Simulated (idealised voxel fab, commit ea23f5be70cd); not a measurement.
The following is a process module called voxel spacer lines.
We display cut, a cross-section 255 nm in width whose square cells are each 5 nm.
Reading order for cross-sections: top band down to bottom band. Underlying form: a grid of square cells. Band size: one or more rows of cells. What a band's entry tells you: where the top is and where the bottom is, as heights in nm, and after that what lies inside, material by material from left to right, each with its width in nm. Empty space is written as the word "air", and a single material marked with the word "throughout" occupies the band from edge to edge. Heights are expressed relative to 0, this being the level below which the as-received wafer comprises one material exclusively. The lowest band is unbounded in the downward direction and is denoted as in "0 nm and below". Read "30->40" as a graded width: first number on top, second number at the bottom, same change between each pair of neighbouring rows. Take "no modification" at face value: in the step it is given for, the cross-section changed in none of its cells. "Entrapped voids" - sealed voids, min. 8 cells, no opening to top; format: width x height at distance (distance from left edge; nm throughout). If you see something after the settings on a step's line, that's the simulator's own remark about that step. overlay nm: how far to the right of its planned place the mask lay on this masked step (negative: to the left).

-- Process steps (planned)
1,RECEIVE (material Si)
2,CONFORMAL_DEP (material Al2O3; thk nm 10)
3,DIRECTIONAL_DEP (material W; thk nm 15)
4,DIRECTIONAL_DEP (material aC; thk nm 30)
5,PATTERN (tone cover; mask id MANDREL; material resist; width nm 25; pitch nm 80; thk nm 40; overlay nm 0)
6,DIRECTIONAL_ETCH (etch materials aC; depth nm 30)
7,STRIP (etch materials resist)
8,CONFORMAL_DEP (material SiN; thk nm 15)
9,DIRECTIONAL_ETCH (etch materials SiN; depth nm 15)
10,STRIP (etch materials aC)
11,DIRECTIONAL_ETCH (etch materials W; depth nm 15)
12,STRIP (etch materials SiN)

-- First out of two wafers; run went to plan

-- Cross-section of the wafer at receipt, which is the condition after step 1
0 nm and below: Si throughout
Entrapped voids: none

-- Wafer after step 2 (cross-section)
10 nm to 0 nm: Al2O3 throughout
For the remainder of the cross-section, below 0, there is no change.

-- Wafer after step 3 (cross-section)
25 nm to 10 nm: W throughout
For the remainder of the cross-section, below 10, there is no change.

-- Wafer after step 4 (cross-section)
55 nm to 25 nm: aC throughout
For the remainder of the cross-section, below 25, there is no change.

-- Wafer after step 5 (cross-section)
95 nm to 55 nm: air=35, resist=25, air=55, resist=25, air=55, resist=25, air=35
For the remainder of the cross-section, below 55, there is no change.

-- Wafer after step 6 (cross-section)
65 nm to 55 nm: air=35, resist=25, air=55, resist=25, air=55, resist=25, air=35
55 nm to 25 nm: air=35, aC=25, air=55, aC=25, air=55, aC=25, air=35
For the remainder of the cross-section, below 25, there is no change.

-- Wafer after step 7 (cross-section)
55 nm to 25 nm: air=35, aC=25, air=55, aC=25, air=55, aC=25, air=35
For the remainder of the cross-section, below 25, there is no change.

-- Wafer after step 8 (cross-section)
70 nm to 55 nm: air=20, SiN=55, air=25, SiN=55, air=25, SiN=55, air=20
55 nm to 40 nm: air=20, SiN=15, aC=25, SiN=15, air=25, SiN=15, aC=25, SiN=15, air=25, SiN=15, aC=25, SiN=15, air=20
40 nm to 25 nm: SiN=35, aC=25, SiN=55, aC=25, SiN=55, aC=25, SiN=35
For the remainder of the cross-section, below 25, there is no change.

-- Wafer after step 9 (cross-section)
55 nm to 25 nm: air=20, SiN=15, aC=25, SiN=15, air=25, SiN=15, aC=25, SiN=15, air=25, SiN=15, aC=25, SiN=15, air=20
For the remainder of the cross-section, below 25, there is no change.

-- Wafer after step 10 (cross-section)
55 nm to 25 nm: air=20, SiN=15, air=25, SiN=15, air=25, SiN=15, air=25, SiN=15, air=25, SiN=15, air=25, SiN=15, air=20
For the remainder of the cross-section, below 25, there is no change.

-- Wafer after step 11 (cross-section)
55 nm to 25 nm: air=20, SiN=15, air=25, SiN=15, air=25, SiN=15, air=25, SiN=15, air=25, SiN=15, air=25, SiN=15, air=20
25 nm to 10 nm: air=20, W=15, air=25, W=15, air=25, W=15, air=25, W=15, air=25, W=15, air=25, W=15, air=20
For the remainder of the cross-section, below 10, there is no change.

-- Wafer after step 12 (cross-section)
25 nm to 10 nm: air=20, W=15, air=25, W=15, air=25, W=15, air=25, W=15, air=25, W=15, air=25, W=15, air=20
For the remainder of the cross-section, below 10, there is no change.

-- It is to be noted that the second wafer proceeded from the same initial state and according to the same plan as the first, although one mistake was committed in its execution; through step 4, inclusive, the two wafers share an identical history

-- Cross-section of the second wafer corresponding to the planned conclusion of step 5
95 nm to 55 nm: resist=35, air=25, resist=55, air=25, resist=55, air=25, resist=35
For the remainder of the cross-section, below 55, there is no change.

-- Cross-section of the second wafer corresponding to the planned conclusion of step 6
65 nm to 55 nm: resist=35, air=25, resist=55, air=25, resist=55, air=25, resist=35
55 nm to 25 nm: aC=35, air=25, aC=55, air=25, aC=55, air=25, aC=35
For the remainder of the cross-section, below 25, there is no change.

-- Cross-section of the second wafer corresponding to the planned conclusion of step 7
55 nm to 25 nm: aC=35, air=25, aC=55, air=25, aC=55, air=25, aC=35
For the remainder of the cross-section, below 25, there is no change.

-- Cross-section of the second wafer corresponding to the planned conclusion of step 8
70 nm to 55 nm: SiN throughout
55 nm to 25 nm: aC=35, SiN=25, aC=55, SiN=25, aC=55, SiN=25, aC=35
For the remainder of the cross-section, below 25, there is no change.

-- Cross-section of the second wafer corresponding to the planned conclusion of step 9
55 nm to 25 nm: aC=35, SiN=25, aC=55, SiN=25, aC=55, SiN=25, aC=35
For the remainder of the cross-section, below 25, there is no change.

-- Cross-section of the second wafer corresponding to the planned conclusion of step 10
55 nm to 25 nm: air=35, SiN=25, air=55, SiN=25, air=55, SiN=25, air=35
For the remainder of the cross-section, below 25, there is no change.

-- Cross-section of the second wafer corresponding to the planned conclusion of step 11
55 nm to 25 nm: air=35, SiN=25, air=55, SiN=25, air=55, SiN=25, air=35
25 nm to 10 nm: air=35, W=25, air=55, W=25, air=55, W=25, air=35
For the remainder of the cross-section, below 10, there is no change.

-- Cross-section of the second wafer corresponding to the planned conclusion of step 12
25 nm to 10 nm: air=35, W=25, air=55, W=25, air=55, W=25, air=35
For the remainder of the cross-section, below 10, there is no change.
What was done differently from what was planned? rather than as planned, step 5 actually ran as PATTERN (tone open; mask id MANDREL; material resist; width nm 25; pitch nm 80; thk nm 40; overlay nm 0)
Wafer comparison, final, in cells, second relative to first, materials more or fewer: -9 W
